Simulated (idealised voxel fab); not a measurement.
process module | voxel gate over fins
cross-section cut | 145 nm wide | cells 5 nm
A cross-section is a grid of square cells, given in bands from the top down. A band is one or more rows of cells.
Each band's line starts with the height of the band's top and of its bottom, in nm. Then come its materials from left to right, each with its width in nm. One material with "throughout" fills the band from edge to edge. "air" is empty space.
Height 0 is the level under which the wafer as received is all one material. The lowest band goes on downwards, as in "0 down".
A width such as "30 to 40" changes by the same amount from each row of cells to the next, from the band's top row to its bottom row.
"no change" after a step means that no cell of the cross-section changed.
closed voids: empty space of 8 cells or more with no open way to the top, each as width x height at its distance from the left edge, in nm
after a step's settings: what the simulator itself notes on the step
overlay nm, on a step with a mask: how far to the right of its planned place the mask lay; to the left if negative
plan
1 op RECEIVE | material Si
2 op CONFORMAL_DEP | material SiN | thk nm 10
3 op MASKED_ETCH | tone cover | mask id FINS | width nm 15 | pitch nm 45 | etch materials SiN | depth nm 10 | overlay nm 0
4 op MASKED_ETCH | tone cover | mask id FINS | width nm 15 | pitch nm 45 | etch materials Si | depth nm 25 | overlay nm 0
5 op OXIDIZE | depth nm 5
6 op FILL_DEP | material SiO2 | thk nm 10
7 op CMP | height nm 10
8 op SELECTIVE_ETCH | etch materials SiO2 | depth nm 25
9 op STRIP | etch materials SiN
10 op CONFORMAL_DEP | material HfO2 | thk nm 5
11 op CONFORMAL_DEP | material TiN | thk nm 5
12 op CONFORMAL_DEP | material TiAl | thk nm 5
13 op CONFORMAL_DEP | material TiN | thk nm 5
14 op FILL_DEP | material W | thk nm 10
15 op CMP | height nm 25
16 op CONFORMAL_DEP | material SiCN | thk nm 10
varied across the wafers: depth nm of step 4. The plan shows the first wafer's value. All wafers start alike
first wafer as received, after step 1
  0 down: Si throughout
  closed voids: none
first wafer at the end, after step 16
  35 to 25: SiCN throughout
  25 to 20: W throughout
  20 to 15: W 5 | TiN 135 | W 5
  15 to 10: W 5 | TiN 5 | TiAl 35 | TiN 10 | TiAl 35 | TiN 10 | TiAl 35 | TiN 5 | W 5
  10 to 5: W 5 | TiN 5 | TiAl 5 | TiN 25 | TiAl 5 | TiN 10 | TiAl 5 | TiN 25 | TiAl 5 | TiN 10 | TiAl 5 | TiN 25 | TiAl 5 | TiN 5 | W 5
  5 to 0: TiN 10 | TiAl 5 | TiN 5 | HfO2 15 | TiN 5 | TiAl 5 | TiN 10 | TiAl 5 | TiN 5 | HfO2 15 | TiN 5 | TiAl 5 | TiN 10 | TiAl 5 | TiN 5 | HfO2 15 | TiN 5 | TiAl 5 | TiN 10
  0 to -5: TiAl 15 | TiN 5 | HfO2 5 | Si 5 | HfO2 5 | TiN 5 | TiAl 20 | TiN 5 | HfO2 5 | Si 5 | HfO2 5 | TiN 5 | TiAl 20 | TiN 5 | HfO2 5 | Si 5 | HfO2 5 | TiN 5 | TiAl 15
  -5 to -10: TiN 20 | HfO2 5 | Si 5 | HfO2 5 | TiN 30 | HfO2 5 | Si 5 | HfO2 5 | TiN 30 | HfO2 5 | Si 5 | HfO2 5 | TiN 20
  -10 to -15: HfO2 25 | Si 5 | HfO2 40 | Si 5 | HfO2 40 | Si 5 | HfO2 25
  -15 to -30: SiO2 25 | Si 5 | SiO2 40 | Si 5 | SiO2 40 | Si 5 | SiO2 25
  -30 down: Si throughout
  closed voids: none
last wafer at the end
  35 to 25: SiCN throughout
  25 to 20: W throughout
  20 to 15: W 5 | TiN 135 | W 5
  15 to 10: W 5 | TiN 5 | TiAl 35 | TiN 10 | TiAl 35 | TiN 10 | TiAl 35 | TiN 5 | W 5
  10 to 5: W 5 | TiN 5 | TiAl 5 | TiN 25 | TiAl 5 | TiN 10 | TiAl 5 | TiN 25 | TiAl 5 | TiN 10 | TiAl 5 | TiN 25 | TiAl 5 | TiN 5 | W 5
  5 to 0: TiN 10 | TiAl 5 | TiN 5 | HfO2 15 | TiN 5 | TiAl 5 | TiN 10 | TiAl 5 | TiN 5 | HfO2 15 | TiN 5 | TiAl 5 | TiN 10 | TiAl 5 | TiN 5 | HfO2 15 | TiN 5 | TiAl 5 | TiN 10
  0 to -5: TiAl 15 | TiN 5 | HfO2 5 | Si 5 | HfO2 5 | TiN 5 | TiAl 20 | TiN 5 | HfO2 5 | Si 5 | HfO2 5 | TiN 5 | TiAl 20 | TiN 5 | HfO2 5 | Si 5 | HfO2 5 | TiN 5 | TiAl 15
  -5 to -10: TiN 20 | HfO2 5 | Si 5 | HfO2 5 | TiN 30 | HfO2 5 | Si 5 | HfO2 5 | TiN 30 | HfO2 5 | Si 5 | HfO2 5 | TiN 20
  -10 to -15: HfO2 25 | Si 5 | HfO2 40 | Si 5 | HfO2 40 | Si 5 | HfO2 25
  -15 to -55: SiO2 25 | Si 5 | SiO2 40 | Si 5 | SiO2 40 | Si 5 | SiO2 25
  -55 down: Si throughout
  closed voids: none
each wafer at the end: cells of each material gained (+) or lost (-) since it was received, then its closed voids
depth nm 25 | +47 HfO2 | -156 Si | +58 SiCN | +78 SiO2 | +47 TiAl | +94 TiN | +35 W | closed voids: none
depth nm 30 | +47 HfO2 | -182 Si | +58 SiCN | +104 SiO2 | +47 TiAl | +94 TiN | +35 W | closed voids: none
depth nm 35 | +47 HfO2 | -208 Si | +58 SiCN | +130 SiO2 | +47 TiAl | +94 TiN | +35 W | closed voids: none
depth nm 40 | +47 HfO2 | -234 Si | +58 SiCN | +156 SiO2 | +47 TiAl | +94 TiN | +35 W | closed voids: none
depth nm 45 | +47 HfO2 | -260 Si | +58 SiCN | +182 SiO2 | +47 TiAl | +94 TiN | +35 W | closed voids: none
depth nm 50 | +47 HfO2 | -286 Si | +58 SiCN | +208 SiO2 | +47 TiAl | +94 TiN | +35 W | closed voids: none
